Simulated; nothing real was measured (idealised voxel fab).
A process module follows: voxel capacitor over wiring.
The width of the displayed cross-section, cut, is 175 nm; its cells are square, with a size of 5 nm.
This document writes a cross-section as a grid whose cells are square, and gives it as bands, listed from the top down; one or more rows of cells form a band.
Within each band entry, the heights of the top and of the bottom of the band appear first, in that order and in nm; the materials of the band then follow from left to right, each with its corresponding width in nm. The designation "full width" on a single material indicates that it fills the band from edge to edge; the designation "air" indicates empty space.
Height 0 is the level under which the wafer as received is all one material. The lowest band goes on downwards, as in "top 0, no bottom".
So if you see something like "30->40" for the width, read it as the top row of the band sitting at the first number and the bottom row at the second, with every row in between moving by the same amount as the last.
"stayed the same" means the step left every cell of the cross-section as it was.
Enclosed voids (no open way to top), threshold 8 cells or more, entry "Enclosed empty spaces", notation width x height at distance, distance from left edge, nm.
Post-settings text on a step line: simulator's own remark regarding the step.
The setting "overlay nm" may be written on the line of a step. When the step uses a mask, the value reports how far to the right of the planned place the mask lay, and a negative value reports that it lay to the left.

**Set out below are the planned steps of the process**
step 1: RECEIVE: material Si
step 2: CONFORMAL_DEP: material SiO2, thk nm 10
step 3: DIRECTIONAL_DEP: material TiN, thk nm 5
step 4: DIRECTIONAL_DEP: material W, thk nm 15
step 5: PATTERN: tone cover, mask id METAL_1, material resist, width nm 25, pitch nm 75, thk nm 20, overlay nm 0
step 6: DIRECTIONAL_ETCH: etch materials W, depth nm 15
step 7: DIRECTIONAL_ETCH: etch materials TiN, depth nm 5
step 8: STRIP: etch materials resist
step 9: CONFORMAL_DEP: material SiCN, thk nm 5
step 10: FILL_DEP: material lowk, thk nm 5
step 11: CMP: height nm 30
step 12: CONFORMAL_DEP: material SiCN, thk nm 5
step 13: DIRECTIONAL_DEP: material lowk, thk nm 10
step 14: DIRECTIONAL_DEP: material aC, thk nm 15
step 15: PATTERN: tone open, mask id PLUG_1, material resist, width nm 15, thk nm 35, overlay nm 0
step 16: DIRECTIONAL_ETCH: etch materials aC, depth nm 15
step 17: STRIP: etch materials resist
step 18: DIRECTIONAL_ETCH: etch materials lowk, depth nm 10
step 19: DIRECTIONAL_ETCH: etch materials SiCN, depth nm 5
step 20: STRIP: etch materials aC
step 21: EPI: material Ru, thk nm 10
step 22: EPI: material Ru, thk nm 5
step 23: DIRECTIONAL_DEP: material TiN, thk nm 5
step 24: DIRECTIONAL_DEP: material Al2O3, thk nm 5
step 25: DIRECTIONAL_DEP: material TiN, thk nm 5
step 26: MASKED_ETCH: tone cover, mask id UPPER_PLATE, width nm 55, etch materials TiN, depth nm 5, overlay nm 0
step 27: MASKED_ETCH: tone cover, mask id UPPER_PLATE, width nm 55, etch materials Al2O3, depth nm 5, overlay nm 0
step 28: PATTERN: tone cover, mask id LOWER_PLATE, material resist, width nm 65, thk nm 20, overlay nm 0
step 29: DIRECTIONAL_ETCH: etch materials TiN, depth nm 5
step 30: STRIP: etch materials resist
step 31: FILL_DEP: material SiO2, thk nm 20
step 32: CMP: height nm 75
step 33: PATTERN: tone open, mask id PLUG_2, material resist, width nm 15, thk nm 20, overlay nm 0
step 34: DIRECTIONAL_ETCH: etch materials SiO2, depth nm 15
step 35: STRIP: etch materials resist
step 36: CONFORMAL_DEP: material TiN, thk nm 5
step 37: FILL_DEP: material W, thk nm 5
step 38: CMP: height nm 75
step 39: CONFORMAL_DEP: material SiCN, thk nm 5

**Wafer as received: cross-section following step 1**
  top 0, no bottom | Si full width
  Enclosed empty spaces: none

**First of two wafers: cross-section at end of module, run per plan**
  top 80, bottom 75 | SiCN full width
  top 75, bottom 65 | SiO2=55, TiN=5, W=5, TiN=5, SiO2=105
  top 65, bottom 55 | SiO2=55->45, TiN=15->55, SiO2=105->75
  top 55, bottom 50 | SiO2=45, Al2O3=55, SiO2=75
  top 50, bottom 45 | SiO2=40, TiN=65, SiO2=70
  top 45, bottom 35 | lowk=45, Ru=15, lowk=115
  top 35, bottom 30 | SiCN=45, Ru=15, SiCN=115
  top 30, bottom 15 | lowk=30, SiCN=5, W=25, SiCN=5, lowk=40, SiCN=5, W=25, SiCN=5, lowk=35
  top 15, bottom 10 | SiCN=35, TiN=25, SiCN=50, TiN=25, SiCN=40
  top 10, bottom 0 | SiO2 full width
  top 0, no bottom | Si full width
  Enclosed empty spaces: none

**Cross-sectional image of the second wafer of the two following completion of the module. Starting state and process plan were the same as for the first wafer; one execution error occurred**
  top 80, bottom 75 | SiCN full width
  top 75, bottom 65 | SiO2=55, TiN=5, W=5, TiN=5, SiO2=105
  top 65, bottom 55 | SiO2=55->60, TiN=15->40, SiO2=105->75
  top 55, bottom 50 | SiO2=60, Al2O3=40, SiO2=75
  top 50, bottom 45 | SiO2=40, TiN=65, SiO2=70
  top 45, bottom 40 | lowk=45, Al2O3=15, lowk=115
  top 40, bottom 35 | lowk=45, TiN=15, lowk=115
  top 35, bottom 30 | SiCN=45, Ru=15, SiCN=115
  top 30, bottom 15 | lowk=30, SiCN=5, W=25, SiCN=5, lowk=40, SiCN=5, W=25, SiCN=5, lowk=35
  top 15, bottom 10 | SiCN=35, TiN=25, SiCN=50, TiN=25, SiCN=40
  top 10, bottom 0 | SiO2 full width
  top 0, no bottom | Si full width
  Enclosed empty spaces: none
what went wrong: step 21 in the plan did not get run; it was skipped
At the finish, the second wafer shows more or fewer cells for some materials than the first does: 6 fewer of Ru | 6 more of SiO2
